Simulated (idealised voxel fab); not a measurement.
Presented below is a process module, voxel fin reveal.
Square cells of 5 nm make up the cross-section cut, whose width is 270 nm.
When this document writes out a cross-section, it uses a grid of square cells and lists it as bands, beginning at the top and moving down, with a band standing for one or more rows of cells.
Band: top and bottom heights (nm) first, top before bottom; then materials from left to right, widths in nm. "throughout" marks a sole material filling the band edge to edge. "blank" denotes empty space.
Basically, 0 is our baseline, since under it the wafer straight out of the box is all one material. The bottom band has no lower end and keeps on going down, so it looks like "z 0 and below".
When a width is written as two numbers, as in "30..40", the first number is the width in the top row of cells of the band and the second is the width in its bottom row, and the width changes by the same amount from each row to the next.
When a step is marked "left unchanged", none of the cells in the cross-section changed during that step.
You'll see "Enclosed void inventory" listing empty spaces that have no way open to the top, as long as they're 8 cells or more; the notation is width x height at distance, where the distance is from the left edge, and all of it is in nm.
On a step's line, text after the settings is the simulator commenting on that step.
overlay nm: right-of-plan distance of the mask on a masked step; negative values mean left-of-plan.

**Here's what the planned process steps look like**
- 1: RECEIVE [material Si]
- 2: CONFORMAL_DEP [material SiN] [thk nm 10]
- 3: MASKED_ETCH [tone cover] [mask id FINS] [width nm 15] [pitch nm 40] [etch materials SiN] [depth nm 10] [overlay nm 0]
- 4: MASKED_ETCH [tone cover] [mask id FINS] [width nm 15] [pitch nm 40] [etch materials Si] [depth nm 30] [overlay nm 0]
- 5: OXIDIZE [depth nm 5]
- 6: FILL_DEP [material SiO2] [thk nm 5]
- 7: CMP [height nm 10]
- 8: SELECTIVE_ETCH [etch materials SiO2] [depth nm 30]
- 9: STRIP [etch materials SiN]
- 10: CONFORMAL_DEP [material HfO2] [thk nm 5]

**The cross-section here shows the wafer as received, i.e. in its state after step 1**
> z 0 and below: Si throughout
> Enclosed void inventory: none

**The first of the two wafers as seen in cross-section once the module was finished; processing followed the plan**
> z 5 to 0: 105 blank, then 15 HfO2, then 25 blank, then 15 HfO2, then 110 blank
> z 0 to -15: 105 blank, then 5 HfO2, then 5 Si, then 5 HfO2, then 25 blank, then 5 HfO2, then 5 Si, then 5 HfO2, then 110 blank
> z -15 to -20: 110 HfO2, then 5 Si, then 35 HfO2, then 5 Si, then 115 HfO2
> z -20 to -35: 110 SiO2, then 5 Si, then 35 SiO2, then 5 Si, then 115 SiO2
> z -35 and below: Si throughout
> Enclosed void inventory: none

**Second wafer of the two, sectioned at the end of the module. It began like the first and followed the same plan, but one mistake was made while running it**
> z 5 to 0: 105 blank, then 15 HfO2, then 25 blank, then 15 HfO2, then 110 blank
> z 0 to -15: 105 blank, then 5 HfO2, then 5 Si, then 5 HfO2, then 25 blank, then 5 HfO2, then 5 Si, then 5 HfO2, then 110 blank
> z -15 to -20: 110 HfO2, then 5 Si, then 35 HfO2, then 5 Si, then 115 HfO2
> z -20 to -65: 110 SiO2, then 5 Si, then 35 SiO2, then 5 Si, then 115 SiO2
> z -65 and below: Si throughout
> Enclosed void inventory: none
Here's what went sideways: step 4 of the plan was performed twice
Looking at both finished wafers in cells, the second ends up ahead of or behind the first on some materials: -312 Si; +312 SiO2
